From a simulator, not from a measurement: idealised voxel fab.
process module | voxel transistor to metal
Pictured: cross-section cut, 185 nm wide, on a grid of 5 nm square cells.
Square cells in a grid make up a cross-section in this document, and the grid is given as bands, listed from the top down, each one or more rows of cells.
Basically the band line says how high the top is and how high the bottom is, in nm, and then what's in it from left to right, every material with its width in nm. Empty space shows up as "blank", and if a single material carries "full width" it runs the full band edge to edge.
Heights from 0 (as-received wafer is one material below). Bottom band endless downward, as "top 0, no bottom".
Quick explanation for "30 to 40": the width changes in equal steps down the rows of cells, from the first number in the band's top row to the second number in its bottom row.
The cross-section has no changed cell in any step marked "same as before".
The entry "Entrapped voids" lists the empty spaces that cover at least 8 cells and have no open path to the top. Each is written as width x height at distance, where the distance is measured from the left edge and all three values are in nm.
Step line, after settings: the simulator's comment on this step.
overlay nm, on a step with a mask: how far to the right of its planned place the mask lay; to the left if negative
So here's the lineup of process steps we planned
1. RECEIVE,material Si
2. CONFORMAL_DEP,material SiO2,thk nm 5
3. CONFORMAL_DEP,material SiN,thk nm 15
4. DIRECTIONAL_DEP,material aC,thk nm 15
5. PATTERN,tone cover,mask id ACTIVE,material resist,width nm 95,thk nm 30,overlay nm 0
6. DIRECTIONAL_ETCH,etch materials aC,depth nm 15
7. STRIP,etch materials resist
8. DIRECTIONAL_ETCH,etch materials SiN,depth nm 15
9. DIRECTIONAL_ETCH,etch materials SiO2,depth nm 5
10. DIRECTIONAL_ETCH,etch materials Si,depth nm 35
11. STRIP,etch materials aC
12. OXIDIZE,depth nm 5
13. FILL_DEP,material SiO2,thk nm 10
14. CMP,height nm 20
15. SELECTIVE_ETCH,etch materials SiO2,depth nm 15
16. STRIP,etch materials SiN
17. SELECTIVE_ETCH,etch materials SiO2,depth nm 5
18. OXIDIZE,depth nm 5
19. DIRECTIONAL_DEP,material polySi,thk nm 20
20. DIRECTIONAL_DEP,material SiCN,thk nm 10
21. MASKED_ETCH,tone cover,mask id GATE,width nm 25,etch materials SiCN,depth nm 20,overlay nm 0
22. MASKED_ETCH,tone cover,mask id GATE,width nm 25,etch materials polySi,depth nm 30,overlay nm 0
23. CONFORMAL_DEP,material SiN,thk nm 5
24. DIRECTIONAL_ETCH,etch materials SiN,depth nm 5
25. DIRECTIONAL_ETCH,etch materials SiO2,depth nm 5
26. DIRECTIONAL_ETCH,etch materials Si,depth nm 10
27. EPI,material SiGe,thk nm 10
28. FILL_DEP,material SiO2,thk nm 10
29. CMP,height nm 20
30. STRIP,etch materials polySi
31. SELECTIVE_ETCH,etch materials SiO2,depth nm 5
32. CONFORMAL_DEP,material HfO2,thk nm 5
33. CONFORMAL_DEP,material TiN,thk nm 5
34. FILL_DEP,material W,thk nm 10
35. CMP,height nm 15
36. DIRECTIONAL_DEP,material SiO2,thk nm 15
37. DIRECTIONAL_DEP,material aC,thk nm 15
38. PATTERN,tone open,mask id CONTACT,material resist,width nm 15,pitch nm 70,thk nm 35,overlay nm 0
39. DIRECTIONAL_ETCH,etch materials aC,depth nm 15
40. STRIP,etch materials resist
41. DIRECTIONAL_ETCH,etch materials SiO2,depth nm 35
42. STRIP,etch materials aC
43. CONFORMAL_DEP,material TiN,thk nm 5
44. FILL_DEP,material W,thk nm 10
45. CMP,height nm 30
46. DIRECTIONAL_DEP,material TiN,thk nm 5
47. DIRECTIONAL_DEP,material W,thk nm 25
48. MASKED_ETCH,tone cover,mask id METAL_1,width nm 15,pitch nm 70,etch materials W,depth nm 25,overlay nm 0
49. MASKED_ETCH,tone cover,mask id METAL_1,width nm 15,pitch nm 70,etch materials TiN,depth nm 5,overlay nm 0
50. CONFORMAL_DEP,material SiN,thk nm 5
51. FILL_DEP,material SiO2,thk nm 10
52. CMP,height nm 60
53. CONFORMAL_DEP,material SiCN,thk nm 5
On the first of the two wafers: run conducted according to plan
So this is the incoming wafer in cross-section - it's already been through step 1
	top 0, no bottom: Si full width
	Entrapped voids: none
The wafer in cross-section once step 2 is complete
	top 5, bottom 0: SiO2 full width
	Under the height 0 nothing was changed.
The wafer in cross-section once step 3 is complete
	top 20, bottom 5: SiN full width
	Under the height 5 nothing was changed.
The wafer in cross-section once step 4 is complete
	top 35, bottom 20: aC full width
	Under the height 20 nothing was changed.
The wafer in cross-section once step 5 is complete
	top 65, bottom 35: blank=45, then resist=95, then blank=45
	Under the height 35 nothing was changed.
The wafer in cross-section once step 6 is complete
	top 50, bottom 35: blank=45, then resist=95, then blank=45
	top 35, bottom 20: blank=45, then aC=95, then blank=45
	Under the height 20 nothing was changed.
The wafer in cross-section once step 7 is complete
	top 35, bottom 20: blank=45, then aC=95, then blank=45
	Under the height 20 nothing was changed.
The wafer in cross-section once step 8 is complete
	top 35, bottom 20: blank=45, then aC=95, then blank=45
	top 20, bottom 5: blank=45, then SiN=95, then blank=45
	Under the height 5 nothing was changed.
The wafer in cross-section once step 9 is complete
	top 35, bottom 20: blank=45, then aC=95, then blank=45
	top 20, bottom 5: blank=45, then SiN=95, then blank=45
	top 5, bottom 0: blank=45, then SiO2=95, then blank=45
	Under the height 0 nothing was changed.
The wafer in cross-section once step 10 is complete
	top 35, bottom 20: blank=45, then aC=95, then blank=45
	top 20, bottom 5: blank=45, then SiN=95, then blank=45
	top 5, bottom 0: blank=45, then SiO2=95, then blank=45
	top 0, bottom -35: blank=45, then Si=95, then blank=45
	Under the height -35 nothing was changed.
The wafer in cross-section once step 11 is complete
	top 20, bottom 5: blank=45, then SiN=95, then blank=45
	Under the height 5 nothing was changed.
The wafer in cross-section once step 12 is complete
	top 20, bottom 5: blank=45, then SiN=95, then blank=45
	top 5, bottom 0: blank=45, then SiO2=95, then blank=45
	top 0, bottom -35: blank=45, then SiO2=5, then Si=85, then SiO2=5, then blank=45
	top -35, bottom -40: SiO2=50, then Si=85, then SiO2=50
	Under the height -40 nothing was changed.
The wafer in cross-section once step 13 is complete
	top 30, bottom 20: SiO2 full width
	top 20, bottom 5: SiO2=45, then SiN=95, then SiO2=45
	top 5, bottom 0: SiO2 full width
	top 0, bottom -40: SiO2=50, then Si=85, then SiO2=50
	Under the height -40 nothing was changed.
The wafer in cross-section once step 14 is complete
	top 20, bottom 5: SiO2=45, then SiN=95, then SiO2=45
	Under the height 5 nothing was changed.
The wafer in cross-section once step 15 is complete
	top 20, bottom 5: blank=45, then SiN=95, then blank=45
	Under the height 5 nothing was changed.
The wafer in cross-section once step 16 is complete
	top 5, bottom 0: SiO2 full width
	Under the height 0 nothing was changed.
The wafer in cross-section once step 17 is complete
	top 0, bottom -40: SiO2=50, then Si=85, then SiO2=50
	Under the height -40 nothing was changed.
The wafer in cross-section once step 18 is complete
	top 0, bottom -5: SiO2 full width
	Under the height -5 nothing was changed.
The wafer in cross-section once step 19 is complete
	top 20, bottom 0: polySi full width
	Under the height 0 nothing was changed.
The wafer in cross-section once step 20 is complete
	top 30, bottom 20: SiCN full width
	Under the height 20 nothing was changed.
The wafer in cross-section once step 21 is complete
	top 30, bottom 20: blank=80, then SiCN=25, then blank=80
	Under the height 20 nothing was changed.
The wafer in cross-section once step 22 is complete
	top 30, bottom 20: blank=80, then SiCN=25, then blank=80
	top 20, bottom 0: blank=80, then polySi=25, then blank=80
	Under the height 0 nothing was changed.
The wafer in cross-section once step 23 is complete
	top 35, bottom 30: blank=75, then SiN=35, then blank=75
	top 30, bottom 20: blank=75, then SiN=5, then SiCN=25, then SiN=5, then blank=75
	top 20, bottom 5: blank=75, then SiN=5, then polySi=25, then SiN=5, then blank=75
	top 5, bottom 0: SiN=80, then polySi=25, then SiN=80
	Under the height 0 nothing was changed.
The wafer in cross-section once step 24 is complete
	top 30, bottom 20: blank=75, then SiN=5, then SiCN=25, then SiN=5, then blank=75
	top 20, bottom 0: blank=75, then SiN=5, then polySi=25, then SiN=5, then blank=75
	Under the height 0 nothing was changed.
The wafer in cross-section once step 25 is complete
	top 30, bottom 20: blank=75, then SiN=5, then SiCN=25, then SiN=5, then blank=75
	top 20, bottom 0: blank=75, then SiN=5, then polySi=25, then SiN=5, then blank=75
	top 0, bottom -5: blank=75, then SiO2=35, then blank=75
	Under the height -5 nothing was changed.
The wafer in cross-section once step 26 is complete
	top 30, bottom 20: blank=75, then SiN=5, then SiCN=25, then SiN=5, then blank=75
	top 20, bottom 0: blank=75, then SiN=5, then polySi=25, then SiN=5, then blank=75
	top 0, bottom -5: blank=75, then SiO2=35, then blank=75
	top -5, bottom -15: SiO2=50, then blank=25, then Si=35, then blank=25, then SiO2=50
	Under the height -15 nothing was changed.
The wafer in cross-section once step 27 is complete
	top 30, bottom 20: blank=75, then SiN=5, then SiCN=25, then SiN=5, then blank=75
	top 20, bottom 5: blank=75, then SiN=5, then polySi=25, then SiN=5, then blank=75
	top 5, bottom 0: blank=65, then SiGe=10, then SiN=5, then polySi=25, then SiN=5, then SiGe=10, then blank=65
	top 0, bottom -5: blank=65, then SiGe=10, then SiO2=35, then SiGe=10, then blank=65
	top -5, bottom -15: SiO2=50, then SiGe=25, then Si=35, then SiGe=25, then SiO2=50
	Under the height -15 nothing was changed.
The wafer in cross-section once step 28 is complete
	top 40, bottom 30: SiO2 full width
	top 30, bottom 20: SiO2=75, then SiN=5, then SiCN=25, then SiN=5, then SiO2=75
	top 20, bottom 5: SiO2=75, then SiN=5, then polySi=25, then SiN=5, then SiO2=75
	top 5, bottom 0: SiO2=65, then SiGe=10, then SiN=5, then polySi=25, then SiN=5, then SiGe=10, then SiO2=65
	top 0, bottom -5: SiO2=65, then SiGe=10, then SiO2=35, then SiGe=10, then SiO2=65
	Under the height -5 nothing was changed.
The wafer in cross-section once step 29 is complete
	top 20, bottom 5: SiO2=75, then SiN=5, then polySi=25, then SiN=5, then SiO2=75
	Under the height 5 nothing was changed.
The wafer in cross-section once step 30 is complete
	top 20, bottom 5: SiO2=75, then SiN=5, then blank=25, then SiN=5, then SiO2=75
	top 5, bottom 0: SiO2=65, then SiGe=10, then SiN=5, then blank=25, then SiN=5, then SiGe=10, then SiO2=65
	Under the height 0 nothing was changed.
The wafer in cross-section once step 31 is complete
	top 20, bottom 15: blank=75, then SiN=5, then blank=25, then SiN=5, then blank=75
	top 15, bottom 5: SiO2=75, then SiN=5, then blank=25, then SiN=5, then SiO2=75
	top 5, bottom 0: SiO2=65, then SiGe=10, then SiN=5, then blank=25, then SiN=5, then SiGe=10, then SiO2=65
	top 0, bottom -5: SiO2=65, then SiGe=10, then blank=35, then SiGe=10, then SiO2=65
	Under the height -5 nothing was changed.
The wafer in cross-section once step 32 is complete
	top 25, bottom 20: blank=70, then HfO2=15, then blank=15, then HfO2=15, then blank=70
	top 20, bottom 15: HfO2=75, then SiN=5, then HfO2=5, then blank=15, then HfO2=5, then SiN=5, then HfO2=75
	top 15, bottom 5: SiO2=75, then SiN=5, then HfO2=5, then blank=15, then HfO2=5, then SiN=5, then SiO2=75
	top 5, bottom 0: SiO2=65, then SiGe=10, then SiN=5, then HfO2=5, then blank=15, then HfO2=5, then SiN=5, then SiGe=10, then SiO2=65
	top 0, bottom -5: SiO2=65, then SiGe=10, then HfO2=35, then SiGe=10, then SiO2=65
	Under the height -5 nothing was changed.
The wafer in cross-section once step 33 is complete
	top 30, bottom 25: blank=65, then TiN=25, then blank=5, then TiN=25, then blank=65
	top 25, bottom 20: TiN=70, then HfO2=15, then TiN=5, then blank=5, then TiN=5, then HfO2=15, then TiN=70
	top 20, bottom 15: HfO2=75, then SiN=5, then HfO2=5, then TiN=5, then blank=5, then TiN=5, then HfO2=5, then SiN=5, then HfO2=75
	top 15, bottom 5: SiO2=75, then SiN=5, then HfO2=5, then TiN=5, then blank=5, then TiN=5, then HfO2=5, then SiN=5, then SiO2=75
	top 5, bottom 0: SiO2=65, then SiGe=10, then SiN=5, then HfO2=5, then TiN=15, then HfO2=5, then SiN=5, then SiGe=10, then SiO2=65
	Under the height 0 nothing was changed.
The wafer in cross-section once step 34 is complete
	top 40, bottom 30: W full width
	top 30, bottom 25: W=65, then TiN=25, then W=5, then TiN=25, then W=65
	top 25, bottom 20: TiN=70, then HfO2=15, then TiN=5, then W=5, then TiN=5, then HfO2=15, then TiN=70
	top 20, bottom 15: HfO2=75, then SiN=5, then HfO2=5, then TiN=5, then W=5, then TiN=5, then HfO2=5, then SiN=5, then HfO2=75
	top 15, bottom 5: SiO2=75, then SiN=5, then HfO2=5, then TiN=5, then W=5, then TiN=5, then HfO2=5, then SiN=5, then SiO2=75
	Under the height 5 nothing was changed.
The wafer in cross-section once step 35 is complete
	top 15, bottom 5: SiO2=75, then SiN=5, then HfO2=5, then TiN=5, then W=5, then TiN=5, then HfO2=5, then SiN=5, then SiO2=75
	Under the height 5 nothing was changed.
The wafer in cross-section once step 36 is complete
	top 30, bottom 15: SiO2 full width
	Under the height 15 nothing was changed.
The wafer in cross-section once step 37 is complete
	top 45, bottom 30: aC full width
	Under the height 30 nothing was changed.
The wafer in cross-section once step 38 is complete
	top 80, bottom 45: resist=50, then blank=15, then resist=55, then blank=15, then resist=50
	Under the height 45 nothing was changed.
The wafer in cross-section once step 39 is complete
	top 65, bottom 45: resist=50, then blank=15, then resist=55, then blank=15, then resist=50
	top 45, bottom 30: aC=50, then blank=15, then aC=55, then blank=15, then aC=50
	Under the height 30 nothing was changed.
The wafer in cross-section once step 40 is complete
	top 45, bottom 30: aC=50, then blank=15, then aC=55, then blank=15, then aC=50
	Under the height 30 nothing was changed.
The wafer in cross-section once step 41 is complete
	top 45, bottom 30: aC=50, then blank=15, then aC=55, then blank=15, then aC=50
	top 30, bottom 15: SiO2=50, then blank=15, then SiO2=55, then blank=15, then SiO2=50
	top 15, bottom 5: SiO2=50, then blank=15, then SiO2=10, then SiN=5, then HfO2=5, then TiN=5, then W=5, then TiN=5, then HfO2=5, then SiN=5, then SiO2=10, then blank=15, then SiO2=50
	top 5, bottom 0: SiO2=50, then blank=15, then SiGe=10, then SiN=5, then HfO2=5, then TiN=15, then HfO2=5, then SiN=5, then SiGe=10, then blank=15, then SiO2=50
	top 0, bottom -5: SiO2=50, then blank=15, then SiGe=10, then HfO2=35, then SiGe=10, then blank=15, then SiO2=50
	Under the height -5 nothing was changed.
The wafer in cross-section once step 42 is complete
	top 30, bottom 15: SiO2=50, then blank=15, then SiO2=55, then blank=15, then SiO2=50
	Under the height 15 nothing was changed.
The wafer in cross-section once step 43 is complete
	top 35, bottom 30: TiN=55, then blank=5, then TiN=65, then blank=5, then TiN=55
	top 30, bottom 15: SiO2=50, then TiN=5, then blank=5, then TiN=5, then SiO2=55, then TiN=5, then blank=5, then TiN=5, then SiO2=50
	top 15, bottom 5: SiO2=50, then TiN=5, then blank=5, then TiN=5, then SiO2=10, then SiN=5, then HfO2=5, then TiN=5, then W=5, then TiN=5, then HfO2=5, then SiN=5, then SiO2=10, then TiN=5, then blank=5, then TiN=5, then SiO2=50
	top 5, bottom 0: SiO2=50, then TiN=5, then blank=5, then TiN=5, then SiGe=10, then SiN=5, then HfO2=5, then TiN=15, then HfO2=5, then SiN=5, then SiGe=10, then TiN=5, then blank=5, then TiN=5, then SiO2=50
	top 0, bottom -5: SiO2=50, then TiN=15, then SiGe=10, then HfO2=35, then SiGe=10, then TiN=15, then SiO2=50
	Under the height -5 nothing was changed.
The wafer in cross-section once step 44 is complete
	top 45, bottom 35: W full width
	top 35, bottom 30: TiN=55, then W=5, then TiN=65, then W=5, then TiN=55
	top 30, bottom 15: SiO2=50, then TiN=5, then W=5, then TiN=5, then SiO2=55, then TiN=5, then W=5, then TiN=5, then SiO2=50
	top 15, bottom 5: SiO2=50, then TiN=5, then W=5, then TiN=5, then SiO2=10, then SiN=5, then HfO2=5, then TiN=5, then W=5, then TiN=5, then HfO2=5, then SiN=5, then SiO2=10, then TiN=5, then W=5, then TiN=5, then SiO2=50
	top 5, bottom 0: SiO2=50, then TiN=5, then W=5, then TiN=5, then SiGe=10, then SiN=5, then HfO2=5, then TiN=15, then HfO2=5, then SiN=5, then SiGe=10, then TiN=5, then W=5, then TiN=5, then SiO2=50
	Under the height 0 nothing was changed.
The wafer in cross-section once step 45 is complete
	top 30, bottom 15: SiO2=50, then TiN=5, then W=5, then TiN=5, then SiO2=55, then TiN=5, then W=5, then TiN=5, then SiO2=50
	Under the height 15 nothing was changed.
The wafer in cross-section once step 46 is complete
	top 35, bottom 30: TiN full width
	Under the height 30 nothing was changed.
The wafer in cross-section once step 47 is complete
	top 60, bottom 35: W full width
	Under the height 35 nothing was changed.
The wafer in cross-section once step 48 is complete
	top 60, bottom 35: blank=50, then W=15, then blank=55, then W=15, then blank=50
	Under the height 35 nothing was changed.
The wafer in cross-section once step 49 is complete
	top 60, bottom 35: blank=50, then W=15, then blank=55, then W=15, then blank=50
	top 35, bottom 30: blank=50, then TiN=15, then blank=55, then TiN=15, then blank=50
	Under the height 30 nothing was changed.
The wafer in cross-section once step 50 is complete
	top 65, bottom 60: blank=45, then SiN=25, then blank=45, then SiN=25, then blank=45
	top 60, bottom 35: blank=45, then SiN=5, then W=15, then SiN=5, then blank=45, then SiN=5, then W=15, then SiN=5, then blank=45
	top 35, bottom 30: SiN=50, then TiN=15, then SiN=55, then TiN=15, then SiN=50
	Under the height 30 nothing was changed.
The wafer in cross-section once step 51 is complete
	top 75, bottom 65: SiO2 full width
	top 65, bottom 60: SiO2=45, then SiN=25, then SiO2=45, then SiN=25, then SiO2=45
	top 60, bottom 35: SiO2=45, then SiN=5, then W=15, then SiN=5, then SiO2=45, then SiN=5, then W=15, then SiN=5, then SiO2=45
	Under the height 35 nothing was changed.
The wafer in cross-section once step 52 is complete
	top 60, bottom 35: SiO2=45, then SiN=5, then W=15, then SiN=5, then SiO2=45, then SiN=5, then W=15, then SiN=5, then SiO2=45
	Under the height 35 nothing was changed.
The wafer in cross-section once step 53 is complete
	top 65, bottom 60: SiCN full width
	Under the height 60 nothing was changed.
Okay, second wafer. Nothing different at the start, nothing different in the plan, just one mistake somewhere in the running. As far as step 31, counting that step, it's the first wafer all over again
Cross-section of the second wafer corresponding to the planned conclusion of step 32: same as before
Cross-section of the second wafer corresponding to the planned conclusion of step 33
	top 25, bottom 20: blank=70, then TiN=15, then blank=15, then TiN=15, then blank=70
	top 20, bottom 15: TiN=75, then SiN=5, then TiN=5, then blank=15, then TiN=5, then SiN=5, then TiN=75
	top 15, bottom 5: SiO2=75, then SiN=5, then TiN=5, then blank=15, then TiN=5, then SiN=5, then SiO2=75
	top 5, bottom 0: SiO2=65, then SiGe=10, then SiN=5, then TiN=5, then blank=15, then TiN=5, then SiN=5, then SiGe=10, then SiO2=65
	top 0, bottom -5: SiO2=65, then SiGe=10, then TiN=35, then SiGe=10, then SiO2=65
	Under the height -5 nothing was changed.
Cross-section of the second wafer corresponding to the planned conclusion of step 34
	top 35, bottom 25: W full width
	top 25, bottom 20: W=70, then TiN=15, then W=15, then TiN=15, then W=70
	top 20, bottom 15: TiN=75, then SiN=5, then TiN=5, then W=15, then TiN=5, then SiN=5, then TiN=75
	top 15, bottom 5: SiO2=75, then SiN=5, then TiN=5, then W=15, then TiN=5, then SiN=5, then SiO2=75
	top 5, bottom 0: SiO2=65, then SiGe=10, then SiN=5, then TiN=5, then W=15, then TiN=5, then SiN=5, then SiGe=10, then SiO2=65
	Under the height 0 nothing was changed.
Cross-section of the second wafer corresponding to the planned conclusion of step 35
	top 15, bottom 5: SiO2=75, then SiN=5, then TiN=5, then W=15, then TiN=5, then SiN=5, then SiO2=75
	Under the height 5 nothing was changed.
Cross-section of the second wafer corresponding to the planned conclusion of step 36
	top 30, bottom 15: SiO2 full width
	Under the height 15 nothing was changed.
Cross-section of the second wafer corresponding to the planned conclusion of step 37
	top 45, bottom 30: aC full width
	Under the height 30 nothing was changed.
Cross-section of the second wafer corresponding to the planned conclusion of step 38
	top 80, bottom 45: resist=50, then blank=15, then resist=55, then blank=15, then resist=50
	Under the height 45 nothing was changed.
Cross-section of the second wafer corresponding to the planned conclusion of step 39
	top 65, bottom 45: resist=50, then blank=15, then resist=55, then blank=15, then resist=50
	top 45, bottom 30: aC=50, then blank=15, then aC=55, then blank=15, then aC=50
	Under the height 30 nothing was changed.
Cross-section of the second wafer corresponding to the planned conclusion of step 40
	top 45, bottom 30: aC=50, then blank=15, then aC=55, then blank=15, then aC=50
	Under the height 30 nothing was changed.
Cross-section of the second wafer corresponding to the planned conclusion of step 41
	top 45, bottom 30: aC=50, then blank=15, then aC=55, then blank=15, then aC=50
	top 30, bottom 15: SiO2=50, then blank=15, then SiO2=55, then blank=15, then SiO2=50
	top 15, bottom 5: SiO2=50, then blank=15, then SiO2=10, then SiN=5, then TiN=5, then W=15, then TiN=5, then SiN=5, then SiO2=10, then blank=15, then SiO2=50
	top 5, bottom 0: SiO2=50, then blank=15, then SiGe=10, then SiN=5, then TiN=5, then W=15, then TiN=5, then SiN=5, then SiGe=10, then blank=15, then SiO2=50
	top 0, bottom -5: SiO2=50, then blank=15, then SiGe=10, then TiN=35, then SiGe=10, then blank=15, then SiO2=50
	Under the height -5 nothing was changed.
Cross-section of the second wafer corresponding to the planned conclusion of step 42
	top 30, bottom 15: SiO2=50, then blank=15, then SiO2=55, then blank=15, then SiO2=50
	Under the height 15 nothing was changed.
Cross-section of the second wafer corresponding to the planned conclusion of step 43
	top 35, bottom 30: TiN=55, then blank=5, then TiN=65, then blank=5, then TiN=55
	top 30, bottom 15: SiO2=50, then TiN=5, then blank=5, then TiN=5, then SiO2=55, then TiN=5, then blank=5, then TiN=5, then SiO2=50
	top 15, bottom 5: SiO2=50, then TiN=5, then blank=5, then TiN=5, then SiO2=10, then SiN=5, then TiN=5, then W=15, then TiN=5, then SiN=5, then SiO2=10, then TiN=5, then blank=5, then TiN=5, then SiO2=50
	top 5, bottom 0: SiO2=50, then TiN=5, then blank=5, then TiN=5, then SiGe=10, then SiN=5, then TiN=5, then W=15, then TiN=5, then SiN=5, then SiGe=10, then TiN=5, then blank=5, then TiN=5, then SiO2=50
	top 0, bottom -5: SiO2=50, then TiN=15, then SiGe=10, then TiN=35, then SiGe=10, then TiN=15, then SiO2=50
	Under the height -5 nothing was changed.
Cross-section of the second wafer corresponding to the planned conclusion of step 44
	top 45, bottom 35: W full width
	top 35, bottom 30: TiN=55, then W=5, then TiN=65, then W=5, then TiN=55
	top 30, bottom 15: SiO2=50, then TiN=5, then W=5, then TiN=5, then SiO2=55, then TiN=5, then W=5, then TiN=5, then SiO2=50
	top 15, bottom 5: SiO2=50, then TiN=5, then W=5, then TiN=5, then SiO2=10, then SiN=5, then TiN=5, then W=15, then TiN=5, then SiN=5, then SiO2=10, then TiN=5, then W=5, then TiN=5, then SiO2=50
	top 5, bottom 0: SiO2=50, then TiN=5, then W=5, then TiN=5, then SiGe=10, then SiN=5, then TiN=5, then W=15, then TiN=5, then SiN=5, then SiGe=10, then TiN=5, then W=5, then TiN=5, then SiO2=50
	Under the height 0 nothing was changed.
Cross-section of the second wafer corresponding to the planned conclusion of step 45
	top 30, bottom 15: SiO2=50, then TiN=5, then W=5, then TiN=5, then SiO2=55, then TiN=5, then W=5, then TiN=5, then SiO2=50
	Under the height 15 nothing was changed.
Cross-section of the second wafer corresponding to the planned conclusion of step 46
	top 35, bottom 30: TiN full width
	Under the height 30 nothing was changed.
Cross-section of the second wafer corresponding to the planned conclusion of step 47
	top 60, bottom 35: W full width
	Under the height 35 nothing was changed.
Cross-section of the second wafer corresponding to the planned conclusion of step 48
	top 60, bottom 35: blank=50, then W=15, then blank=55, then W=15, then blank=50
	Under the height 35 nothing was changed.
Cross-section of the second wafer corresponding to the planned conclusion of step 49
	top 60, bottom 35: blank=50, then W=15, then blank=55, then W=15, then blank=50
	top 35, bottom 30: blank=50, then TiN=15, then blank=55, then TiN=15, then blank=50
	Under the height 30 nothing was changed.
Cross-section of the second wafer corresponding to the planned conclusion of step 50
	top 65, bottom 60: blank=45, then SiN=25, then blank=45, then SiN=25, then blank=45
	top 60, bottom 35: blank=45, then SiN=5, then W=15, then SiN=5, then blank=45, then SiN=5, then W=15, then SiN=5, then blank=45
	top 35, bottom 30: SiN=50, then TiN=15, then SiN=55, then TiN=15, then SiN=50
	Under the height 30 nothing was changed.
Cross-section of the second wafer corresponding to the planned conclusion of step 51
	top 75, bottom 65: SiO2 full width
	top 65, bottom 60: SiO2=45, then SiN=25, then SiO2=45, then SiN=25, then SiO2=45
	top 60, bottom 35: SiO2=45, then SiN=5, then W=15, then SiN=5, then SiO2=45, then SiN=5, then W=15, then SiN=5, then SiO2=45
	Under the height 35 nothing was changed.
Cross-section of the second wafer corresponding to the planned conclusion of step 52
	top 60, bottom 35: SiO2=45, then SiN=5, then W=15, then SiN=5, then SiO2=45, then SiN=5, then W=15, then SiN=5, then SiO2=45
	Under the height 35 nothing was changed.
Cross-section of the second wafer corresponding to the planned conclusion of step 53
	top 65, bottom 60: SiCN full width
	Under the height 60 nothing was changed.
Deviation noted in wafer processing: step 32 of the plan: omitted, not performed
Count the cells at the end and the second wafer has more or fewer of some materials than the first: HfO2: 13 fewer; TiN: 6 more; W: 7 more
